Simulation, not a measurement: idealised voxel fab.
Name of the process module below: voxel gate over fins
For reference, the cross-section in this document is cut, with width 265 nm and square cells of 5 nm.
A cross-section is a grid of square cells, given in bands from the top down. A band is one or more rows of cells. Within each band entry, the heights of the top and of the bottom of the band appear first, in that order and in nm; the materials of the band then follow from left to right, each with its corresponding width in nm. The designation "all across" on a single material indicates that it fills the band from edge to edge; the designation "empty" indicates empty space. We count height from 0. Below that, the starting wafer is all one material. The lowest band never ends at the bottom but goes on down; see "top 0, no bottom" for how that is written. So if you see something like "30->40" for the width, read it as the top row of the band sitting at the first number and the bottom row at the second, with every row in between moving by the same amount as the last. "identical to before" means the step left every cell of the cross-section as it was. Any empty space of 8 cells or more lacking an open way to the top shows up in "Closed void catalog" as width x height at distance, distance from the left edge, in nm. On a step's line, text after the settings is the simulator commenting on that step. overlay nm: step with mask; distance mask lay right of planned place; negative value = left of planned place.
## Intended process steps
1) RECEIVE, material Si
2) CONFORMAL_DEP, material SiN, thk nm 10
3) MASKED_ETCH, tone cover, mask id FINS, width nm 15, pitch nm 40, etch materials SiN, depth nm 10, overlay nm 0
4) MASKED_ETCH, tone cover, mask id FINS, width nm 15, pitch nm 40, etch materials Si, depth nm 35, overlay nm 0
5) FILL_DEP, material SiO2, thk nm 5
6) CMP, height nm 10
7) SELECTIVE_ETCH, etch materials SiO2, depth nm 20
8) STRIP, etch materials SiN
9) CONFORMAL_DEP, material HfO2, thk nm 5
10) CONFORMAL_DEP, material TiN, thk nm 5
11) FILL_DEP, material W, thk nm 10
12) CMP, height nm 15
13) CONFORMAL_DEP, material SiCN, thk nm 5
## Shown in cross-section is the wafer as received, that is, as it stands after step 1
	top 0, no bottom: Si all across
	Closed void catalog: none
## End-of-module cross-section of the first of two wafers, processed as planned
	top 20, bottom 15: SiCN all across
	top 15, bottom 10: W all across
	top 10, bottom 5: W=55  TiN=35  W=5  TiN=35  W=5  TiN=35  W=5  TiN=35  W=55
	top 5, bottom 0: W=55  TiN=5  HfO2=25  TiN=5  W=5  TiN=5  HfO2=25  TiN=5  W=5  TiN=5  HfO2=25  TiN=5  W=5  TiN=5  HfO2=25  TiN=5  W=55
	top 0, bottom -5: TiN=60  HfO2=5  Si=15  HfO2=5  TiN=15  HfO2=5  Si=15  HfO2=5  TiN=15  HfO2=5  Si=15  HfO2=5  TiN=15  HfO2=5  Si=15  HfO2=5  TiN=60
	top -5, bottom -10: HfO2=65  Si=15  HfO2=25  Si=15  HfO2=25  Si=15  HfO2=25  Si=15  HfO2=65
	top -10, bottom -35: SiO2=65  Si=15  SiO2=25  Si=15  SiO2=25  Si=15  SiO2=25  Si=15  SiO2=65
	top -35, no bottom: Si all across
	Closed void catalog: none
## Second of two wafers, module complete, sectioned: it shares the first wafer's start and plan but was run with one mistake
	top 20, bottom 15: SiCN all across
	top 15, bottom 10: W all across
	top 10, bottom 5: W=55  TiN=35  W=5  TiN=35  W=5  TiN=35  W=5  TiN=35  W=55
	top 5, bottom 0: W=55  TiN=5  HfO2=25  TiN=5  W=5  TiN=5  HfO2=25  TiN=5  W=5  TiN=5  HfO2=25  TiN=5  W=5  TiN=5  HfO2=25  TiN=5  W=55
	top 0, bottom -5: TiN=60  HfO2=5  Si=15  HfO2=5  TiN=15  HfO2=5  Si=15  HfO2=5  TiN=15  HfO2=5  Si=15  HfO2=5  TiN=15  HfO2=5  Si=15  HfO2=5  TiN=60
	top -5, bottom -10: HfO2=65  Si=15  HfO2=25  Si=15  HfO2=25  Si=15  HfO2=25  Si=15  HfO2=65
	top -10, bottom -45: SiO2=65  Si=15  SiO2=25  Si=15  SiO2=25  Si=15  SiO2=25  Si=15  SiO2=65
	top -45, no bottom: Si all across
	Closed void catalog: none
So what did we get wrong on this run? step 4 ran differently from the plan; actual operation with settings: MASKED_ETCH, tone cover, mask id FINS, width nm 15, pitch nm 40, etch materials Si, depth nm 45, overlay nm 0
at the end the second wafer has, in cells: Si -82, SiO2 +82
